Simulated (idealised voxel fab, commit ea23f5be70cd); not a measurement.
process module | voxel wiring stack
Square cell edge 5 nm, section width 290 nm, ID cut.
Notation: cross-section as square-cell grid; stated in bands, top first, going down; one or more cell rows per band.
Basically the band line says how high the top is and how high the bottom is, in nm, and then what's in it from left to right, every material with its width in nm. Empty space shows up as "blank", and if a single material carries "all across" it runs the full band edge to edge.
Height 0 is the level under which the wafer as received is all one material. The lowest band goes on downwards, as in "0 nm and below".
Graded width ("30..40"): value in top row of band = first number; value in bottom row = second number; row-to-row change constant.
Given "no alteration" for a step, no cell of the cross-section differs between before and after that step.
"Encapsulated voids": sealed empty spaces, 8 cells or more, no open way to top, listed width x height at distance, with distance from the left edge and width, height and distance in nm.
It should be noted that, on the line of a given step, the content following the step's settings is a remark produced by the simulator itself with respect to that step.
"overlay nm" on a masked step: distance the mask lay right of its planned place, negative for left.
[Planned process steps]
1,op RECEIVE | material Si
2,op CONFORMAL_DEP | material SiO2 | thk nm 15
3,op DIRECTIONAL_DEP | material TiN | thk nm 5
4,op DIRECTIONAL_DEP | material W | thk nm 15
5,op DIRECTIONAL_DEP | material aC | thk nm 10
6,op PATTERN | tone cover | mask id METAL_1 | material resist | width nm 25 | pitch nm 50 | thk nm 25 | overlay nm 0
7,op DIRECTIONAL_ETCH | etch materials aC | depth nm 10
8,op STRIP | etch materials resist
9,op DIRECTIONAL_ETCH | etch materials W | depth nm 15
10,op DIRECTIONAL_ETCH | etch materials TiN | depth nm 5
11,op STRIP | etch materials aC
12,op FILL_DEP | material SiO2 | thk nm 5
13,op CMP | height nm 35
14,op CONFORMAL_DEP | material SiCN | thk nm 5
15,op DIRECTIONAL_DEP | material SiO2 | thk nm 20
16,op MASKED_ETCH | tone open | mask id PLUG_1 | width nm 15 | etch materials SiO2 | depth nm 20 | overlay nm 0
17,op MASKED_ETCH | tone open | mask id PLUG_1 | width nm 15 | etch materials SiCN | depth nm 5 | overlay nm 0
18,op EPI | material Ru | thk nm 10
19,op EPI | material Ru | thk nm 10
20,op EPI | material Ru | thk nm 5
21,op CONFORMAL_DEP | material SiCN | thk nm 5
22,op DIRECTIONAL_DEP | material lowk | thk nm 25
23,op PATTERN | tone open | mask id METAL_2 | material resist | width nm 25 | pitch nm 50 | thk nm 20 | overlay nm 0
24,op DIRECTIONAL_ETCH | etch materials lowk | depth nm 25
25,op DIRECTIONAL_ETCH | etch materials SiCN | depth nm 5
26,op STRIP | etch materials resist
27,op CONFORMAL_DEP | material TiN | thk nm 5
28,op FILL_DEP | material Ru | thk nm 5
29,op CMP | height nm 90
30,op EPI | material Ru | thk nm 5
31,op FILL_DEP | material SiCN | thk nm 5
32,op DIRECTIONAL_DEP | material SiO2 | thk nm 20
33,op DIRECTIONAL_DEP | material aC | thk nm 10
34,op PATTERN | tone open | mask id PLUG_2 | material resist | width nm 15 | pitch nm 50 | thk nm 25 | overlay nm 0
35,op DIRECTIONAL_ETCH | etch materials aC | depth nm 10
36,op STRIP | etch materials resist
37,op DIRECTIONAL_ETCH | etch materials SiO2 | depth nm 20
38,op DIRECTIONAL_ETCH | etch materials SiCN | depth nm 5
39,op STRIP | etch materials aC
40,op EPI | material Ru | thk nm 10
41,op EPI | material Ru | thk nm 10
42,op EPI | material Ru | thk nm 5
43,op CONFORMAL_DEP | material SiCN | thk nm 5
44,op DIRECTIONAL_DEP | material SiO2 | thk nm 25
45,op DIRECTIONAL_DEP | material aC | thk nm 15
46,op PATTERN | tone open | mask id METAL_3 | material resist | width nm 25 | pitch nm 50 | thk nm 35 | overlay nm 0
47,op DIRECTIONAL_ETCH | etch materials aC | depth nm 15
48,op STRIP | etch materials resist
49,op DIRECTIONAL_ETCH | etch materials SiO2 | depth nm 25
50,op DIRECTIONAL_ETCH | etch materials SiCN | depth nm 5
51,op STRIP | etch materials aC
52,op CONFORMAL_DEP | material TiN | thk nm 5
53,op FILL_DEP | material Cu | thk nm 5
54,op CMP | height nm 150
55,op CONFORMAL_DEP | material SiN | thk nm 5
[This is the cross-section of the wafer as we received it, i.e. after step 1]
* 0 nm and below = Si all across
* Encapsulated voids: none
[The first of two wafers, cross-sectioned at the end of the module, with the run proceeding as planned]
* 155 nm to 150 nm = SiN all across
* 150 nm to 125 nm = 105 SiO2, then 5 TiN, then 15 Cu, then 5 TiN, then 25 SiO2, then 5 TiN, then 15 Cu, then 5 TiN, then 110 SiO2
* 125 nm to 120 nm = 105 SiCN, then 25 TiN, then 25 SiCN, then 25 TiN, then 110 SiCN
* 120 nm to 100 nm = 105 SiO2, then 15 Ru, then 35 SiO2, then 15 Ru, then 120 SiO2
* 100 nm to 90 nm = 105..100 SiCN, then 15..35 Ru, then 35..15 SiCN, then 15..35 Ru, then 120..105 SiCN
* 90 nm to 65 nm = 105 lowk, then 5 TiN, then 15 Ru, then 5 TiN, then 25 lowk, then 5 TiN, then 15 Ru, then 5 TiN, then 110 lowk
* 65 nm to 60 nm = 105 SiCN, then 25 TiN, then 25 SiCN, then 25 TiN, then 110 SiCN
* 60 nm to 40 nm = 105 SiO2, then 15 Ru, then 170 SiO2
* 40 nm to 35 nm = 105 SiCN, then 15 Ru, then 170 SiCN
* 35 nm to 20 nm = 105 SiO2, then 25 W, then 25 SiO2, then 25 W, then 110 SiO2
* 20 nm to 15 nm = 105 SiO2, then 25 TiN, then 25 SiO2, then 25 TiN, then 110 SiO2
* 15 nm to 0 nm = SiO2 all across
* 0 nm and below = Si all across
* Encapsulated voids: none
[Cross-sectional image of the second wafer of the two following completion of the module. Starting state and process plan were the same as for the first wafer; one execution error occurred]
* 155 nm to 150 nm = SiN all across
* 150 nm to 125 nm = 105 SiO2, then 5 TiN, then 15 Cu, then 5 TiN, then 25 SiO2, then 5 TiN, then 15 Cu, then 5 TiN, then 110 SiO2
* 125 nm to 120 nm = 105 SiCN, then 25 TiN, then 25 SiCN, then 25 TiN, then 110 SiCN
* 120 nm to 100 nm = 105 SiO2, then 15 Ru, then 35 SiO2, then 15 Ru, then 120 SiO2
* 100 nm to 95 nm = 105 SiCN, then 15 Ru, then 35 SiCN, then 15 Ru, then 120 SiCN
* 95 nm to 90 nm = Ru all across
* 90 nm to 65 nm = Cu all across
* 65 nm to 60 nm = SiCN all across
* 60 nm to 40 nm = 105 SiO2, then 15 Ru, then 170 SiO2
* 40 nm to 35 nm = 105 SiCN, then 15 Ru, then 170 SiCN
* 35 nm to 20 nm = 105 SiO2, then 25 W, then 25 SiO2, then 25 W, then 110 SiO2
* 20 nm to 15 nm = 105 SiO2, then 25 TiN, then 25 SiO2, then 25 TiN, then 110 SiO2
* 15 nm to 0 nm = SiO2 all across
* 0 nm and below = Si all across
* Encapsulated voids: none
Error vs. plan: for step 22, the planned setting was not used; the step was instead run as op DIRECTIONAL_DEP | material Cu | thk nm 25
Wrapping up, a cell-based count of both wafers puts the second over or under the first for these materials: Cu +290, Ru +14, SiCN -34, TiN -30, lowk -240
